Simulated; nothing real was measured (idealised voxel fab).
process module | voxel gate over fins
cross-section cut | 245 nm wide | cells 5 nm
A cross-section is a grid of square cells, given in bands from the top down. A band is one or more rows of cells.
Each band's line starts with the height of the band's top and of its bottom, in nm. Then come its materials from left to right, each with its width in nm. One material with "throughout" fills the band from edge to edge. "air" is empty space.
Height 0 is the level under which the wafer as received is all one material. The lowest band goes on downwards, as in "0 down".
A width such as "30 to 40" changes by the same amount from each row of cells to the next, from the band's top row to its bottom row.
"no change" after a step means that no cell of the cross-section changed.
closed voids: empty space of 8 cells or more with no open way to the top, each as width x height at its distance from the left edge, in nm
after a step's settings: what the simulator itself notes on the step
overlay nm, on a step with a mask: how far to the right of its planned place the mask lay; to the left if negative
plan
1 op RECEIVE | material Si
2 op CONFORMAL_DEP | material SiN | thk nm 5
3 op PATTERN | tone cover | mask id FINS | material resist | width nm 15 | pitch nm 45 | thk nm 20 | overlay nm 0
4 op DIRECTIONAL_ETCH | etch materials SiN | depth nm 5
5 op DIRECTIONAL_ETCH | etch materials Si | depth nm 40
6 op STRIP | etch materials resist
7 op FILL_DEP | material SiO2 | thk nm 10
8 op CMP | height nm 5
9 op SELECTIVE_ETCH | etch materials SiO2 | depth nm 20
10 op STRIP | etch materials SiN
11 op CONFORMAL_DEP | material HfO2 | thk nm 5
12 op CONFORMAL_DEP | material TiN | thk nm 5
13 op CONFORMAL_DEP | material TiAl | thk nm 5
14 op CONFORMAL_DEP | material TiN | thk nm 5
15 op FILL_DEP | material W | thk nm 10
16 op CMP | height nm 25
17 op CONFORMAL_DEP | material SiN | thk nm 10
as received, after step 1
  0 down: Si throughout
  closed voids: none
first wafer at the end, as planned
  35 to 25: SiN throughout
  25 to 20: W throughout
  20 to 15: W 25 | TiN 190 | W 30
  15 to 10: W 25 | TiN 5 | TiAl 180 | TiN 5 | W 30
  10 to 5: W 25 | TiN 5 | TiAl 5 | TiN 35 | TiAl 10 | TiN 35 | TiAl 10 | TiN 35 | TiAl 10 | TiN 35 | TiAl 5 | TiN 5 | W 30
  5 to 0: TiN 30 | TiAl 5 | TiN 5 | HfO2 25 | TiN 5 | TiAl 10 | TiN 5 | HfO2 25 | TiN 5 | TiAl 10 | TiN 5 | HfO2 25 | TiN 5 | TiAl 10 | TiN 5 | HfO2 25 | TiN 5 | TiAl 5 | TiN 35
  0 to -5: TiAl 35 | TiN 5 | HfO2 5 | Si 15 | HfO2 5 | TiN 5 | TiAl 10 | TiN 5 | HfO2 5 | Si 15 | HfO2 5 | TiN 5 | TiAl 10 | TiN 5 | HfO2 5 | Si 15 | HfO2 5 | TiN 5 | TiAl 10 | TiN 5 | HfO2 5 | Si 15 | HfO2 5 | TiN 5 | TiAl 40
  -5 to -10: TiN 40 | HfO2 5 | Si 15 | HfO2 5 | TiN 20 | HfO2 5 | Si 15 | HfO2 5 | TiN 20 | HfO2 5 | Si 15 | HfO2 5 | TiN 20 | HfO2 5 | Si 15 | HfO2 5 | TiN 45
  -10 to -15: HfO2 45 | Si 15 | HfO2 30 | Si 15 | HfO2 30 | Si 15 | HfO2 30 | Si 15 | HfO2 50
  -15 to -40: SiO2 45 | Si 15 | SiO2 30 | Si 15 | SiO2 30 | Si 15 | SiO2 30 | Si 15 | SiO2 50
  -40 down: Si throughout
  closed voids: none
second wafer at the end: like start, like plan, one mistake
  35 to 25: SiN throughout
  25 to 20: W throughout
  20 to 15: W 20 | TiN 190 | W 35
  15 to 10: W 20 | TiN 5 | TiAl 180 | TiN 5 | W 35
  10 to 5: W 20 | TiN 5 | TiAl 5 | TiN 35 | TiAl 10 | TiN 35 | TiAl 10 | TiN 35 | TiAl 10 | TiN 35 | TiAl 5 | TiN 5 | W 35
  5 to 0: TiN 25 | TiAl 5 | TiN 5 | HfO2 25 | TiN 5 | TiAl 10 | TiN 5 | HfO2 25 | TiN 5 | TiAl 10 | TiN 5 | HfO2 25 | TiN 5 | TiAl 10 | TiN 5 | HfO2 25 | TiN 5 | TiAl 5 | TiN 40
  0 to -5: TiAl 30 | TiN 5 | HfO2 5 | Si 15 | HfO2 5 | TiN 5 | TiAl 10 | TiN 5 | HfO2 5 | Si 15 | HfO2 5 | TiN 5 | TiAl 10 | TiN 5 | HfO2 5 | Si 15 | HfO2 5 | TiN 5 | TiAl 10 | TiN 5 | HfO2 5 | Si 15 | HfO2 5 | TiN 5 | TiAl 45
  -5 to -10: TiN 35 | HfO2 5 | Si 15 | HfO2 5 | TiN 20 | HfO2 5 | Si 15 | HfO2 5 | TiN 20 | HfO2 5 | Si 15 | HfO2 5 | TiN 20 | HfO2 5 | Si 15 | HfO2 5 | TiN 50
  -10 to -15: HfO2 40 | Si 15 | HfO2 30 | Si 15 | HfO2 30 | Si 15 | HfO2 30 | Si 15 | HfO2 55
  -15 to -40: SiO2 40 | Si 15 | SiO2 30 | Si 15 | SiO2 30 | Si 15 | SiO2 30 | Si 15 | SiO2 55
  -40 down: Si throughout
  closed voids: none
what went wrong: step 3 ran as: op PATTERN | tone cover | mask id FINS | material resist | width nm 15 | pitch nm 45 | thk nm 20 | overlay nm -5
at the end the second wafer has, in cells: as many of each material as the first, in other places
